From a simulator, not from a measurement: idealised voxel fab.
This section sets out a process module, namely voxel double patterning.
Square cell edge 5 nm, section width 255 nm, ID cut.
Cross-section spec: square-cell grid; bands listed top down; each band is one or more rows. Per band: top height and bottom height in nm, followed by the left-to-right materials and their widths in nm; "throughout" marks a single material spanning edge to edge, "blank" marks empty space. Note: height 0 marks the level under which the wafer is uniformly one material as received. Lowest band unbounded below, written "top 0, no bottom". Width spec "30 to 40" -> top row of cells at first value, bottom row at second value, equal per-row change in between. You'll sometimes find "no modifications" written for a step, and that's the way of saying that nowhere in the cross-section did a cell change during that step. Any empty space of 8 cells or more lacking an open way to the top shows up in "Voids lacking openings" as width x height at distance, distance from the left edge, in nm. It should be noted that, on the line of a given step, the content following the step's settings is a remark produced by the simulator itself with respect to that step. "overlay nm" on a masked step: distance the mask lay right of its planned place, negative for left.

List of planned process steps:
- 1: RECEIVE: material Si
- 2: CONFORMAL_DEP: material SiO2, thk nm 5
- 3: DIRECTIONAL_DEP: material polySi, thk nm 10
- 4: DIRECTIONAL_DEP: material SiN, thk nm 5
- 5: PATTERN: tone open, mask id FIRST, material resist, width nm 15, pitch nm 50, thk nm 20, overlay nm 0
- 6: DIRECTIONAL_ETCH: etch materials SiN, depth nm 5
- 7: STRIP: etch materials resist
- 8: DIRECTIONAL_DEP: material aC, thk nm 10
- 9: PATTERN: tone open, mask id SECOND, material resist, width nm 15, pitch nm 50, thk nm 30, overlay nm 0
- 10: DIRECTIONAL_ETCH: etch materials aC, depth nm 10
- 11: STRIP: etch materials resist
- 12: DIRECTIONAL_ETCH: etch materials SiN, depth nm 5
- 13: STRIP: etch materials aC
- 14: DIRECTIONAL_ETCH: etch materials polySi, depth nm 10
- 15: STRIP: etch materials SiN

The first of a set of two wafers, run to plan:

Cross-section of the incoming wafer, state after step 1:
> top 0, no bottom = Si throughout
> Voids lacking openings: none

So this is the wafer cross-section right after step 2:
> top 5, bottom 0 = SiO2 throughout
> Anything lower than 0 is untouched.

So this is the wafer cross-section right after step 3:
> top 15, bottom 5 = polySi throughout
> Anything lower than 5 is untouched.

So this is the wafer cross-section right after step 4:
> top 20, bottom 15 = SiN throughout
> Anything lower than 15 is untouched.

So this is the wafer cross-section right after step 5:
> top 40, bottom 20 = resist=70, then blank=15, then resist=35, then blank=15, then resist=35, then blank=15, then resist=70
> Anything lower than 20 is untouched.

So this is the wafer cross-section right after step 6:
> top 40, bottom 20 = resist=70, then blank=15, then resist=35, then blank=15, then resist=35, then blank=15, then resist=70
> top 20, bottom 15 = SiN=70, then blank=15, then SiN=35, then blank=15, then SiN=35, then blank=15, then SiN=70
> Anything lower than 15 is untouched.

So this is the wafer cross-section right after step 7:
> top 20, bottom 15 = SiN=70, then blank=15, then SiN=35, then blank=15, then SiN=35, then blank=15, then SiN=70
> Anything lower than 15 is untouched.

So this is the wafer cross-section right after step 8:
> top 30, bottom 25 = aC=70, then blank=15, then aC=35, then blank=15, then aC=35, then blank=15, then aC=70
> top 25, bottom 20 = aC throughout
> top 20, bottom 15 = SiN=70, then aC=15, then SiN=35, then aC=15, then SiN=35, then aC=15, then SiN=70
> Anything lower than 15 is untouched.

So this is the wafer cross-section right after step 9:
> top 60, bottom 30 = resist=95, then blank=15, then resist=35, then blank=15, then resist=95
> top 30, bottom 25 = aC=70, then resist=15, then aC=35, then resist=15, then aC=35, then resist=15, then aC=70
> Anything lower than 25 is untouched.

So this is the wafer cross-section right after step 10:
> top 50, bottom 30 = resist=95, then blank=15, then resist=35, then blank=15, then resist=95
> top 30, bottom 25 = aC=70, then resist=15, then aC=10, then blank=15, then aC=10, then resist=15, then aC=10, then blank=15, then aC=10, then resist=15, then aC=70
> top 25, bottom 20 = aC=95, then blank=15, then aC=35, then blank=15, then aC=95
> Anything lower than 20 is untouched.

So this is the wafer cross-section right after step 11:
> top 30, bottom 25 = aC=70, then blank=15, then aC=10, then blank=15, then aC=10, then blank=15, then aC=10, then blank=15, then aC=10, then blank=15, then aC=70
> Anything lower than 25 is untouched.

So this is the wafer cross-section right after step 12:
> top 30, bottom 25 = aC=70, then blank=15, then aC=10, then blank=15, then aC=10, then blank=15, then aC=10, then blank=15, then aC=10, then blank=15, then aC=70
> top 25, bottom 20 = aC=95, then blank=15, then aC=35, then blank=15, then aC=95
> top 20, bottom 15 = SiN=70, then aC=15, then SiN=10, then blank=15, then SiN=10, then aC=15, then SiN=10, then blank=15, then SiN=10, then aC=15, then SiN=70
> Anything lower than 15 is untouched.

So this is the wafer cross-section right after step 13:
> top 20, bottom 15 = SiN=70, then blank=15, then SiN=10, then blank=15, then SiN=10, then blank=15, then SiN=10, then blank=15, then SiN=10, then blank=15, then SiN=70
> Anything lower than 15 is untouched.

So this is the wafer cross-section right after step 14:
> top 20, bottom 15 = SiN=70, then blank=15, then SiN=10, then blank=15, then SiN=10, then blank=15, then SiN=10, then blank=15, then SiN=10, then blank=15, then SiN=70
> top 15, bottom 5 = polySi=70, then blank=15, then polySi=10, then blank=15, then polySi=10, then blank=15, then polySi=10, then blank=15, then polySi=10, then blank=15, then polySi=70
> Anything lower than 5 is untouched.

So this is the wafer cross-section right after step 15:
> top 15, bottom 5 = polySi=70, then blank=15, then polySi=10, then blank=15, then polySi=10, then blank=15, then polySi=10, then blank=15, then polySi=10, then blank=15, then polySi=70
> Anything lower than 5 is untouched.

For the second wafer, take the first wafer's start and plan, then add one mistake made in running it; everything through step 8, that step included, is shared with the first:

Cross-sectional view of the second wafer at the intended end time of process step 9:
> top 60, bottom 30 = blank=95, then resist=15, then blank=35, then resist=15, then blank=95
> Anything lower than 30 is untouched.

Cross-sectional view of the second wafer at the intended end time of process step 10:
> top 50, bottom 30 = blank=95, then resist=15, then blank=35, then resist=15, then blank=95
> top 30, bottom 20 = blank=95, then aC=15, then blank=35, then aC=15, then blank=95
> top 20, bottom 15 = SiN=70, then blank=15, then SiN=35, then blank=15, then SiN=35, then blank=15, then SiN=70
> Anything lower than 15 is untouched.

Cross-sectional view of the second wafer at the intended end time of process step 11:
> top 30, bottom 20 = blank=95, then aC=15, then blank=35, then aC=15, then blank=95
> Anything lower than 20 is untouched.

Cross-sectional view of the second wafer at the intended end time of process step 12:
> top 30, bottom 20 = blank=95, then aC=15, then blank=35, then aC=15, then blank=95
> top 20, bottom 15 = blank=95, then SiN=15, then blank=35, then SiN=15, then blank=95
> Anything lower than 15 is untouched.

Cross-sectional view of the second wafer at the intended end time of process step 13:
> top 20, bottom 15 = blank=95, then SiN=15, then blank=35, then SiN=15, then blank=95
> Anything lower than 15 is untouched.

Cross-sectional view of the second wafer at the intended end time of process step 14:
> top 20, bottom 15 = blank=95, then SiN=15, then blank=35, then SiN=15, then blank=95
> top 15, bottom 5 = blank=95, then polySi=15, then blank=35, then polySi=15, then blank=95
> Anything lower than 5 is untouched.

Cross-sectional view of the second wafer at the intended end time of process step 15:
> top 15, bottom 5 = blank=95, then polySi=15, then blank=35, then polySi=15, then blank=95
> Anything lower than 5 is untouched.
Error vs. plan: the process deviated at step 9: the operation and settings actually run there were PATTERN: tone cover, mask id SECOND, material resist, width nm 15, pitch nm 50, thk nm 30, overlay nm 0
The closing comparison, in cells, has the second wafer with more or fewer of some materials than the first: polySi -60
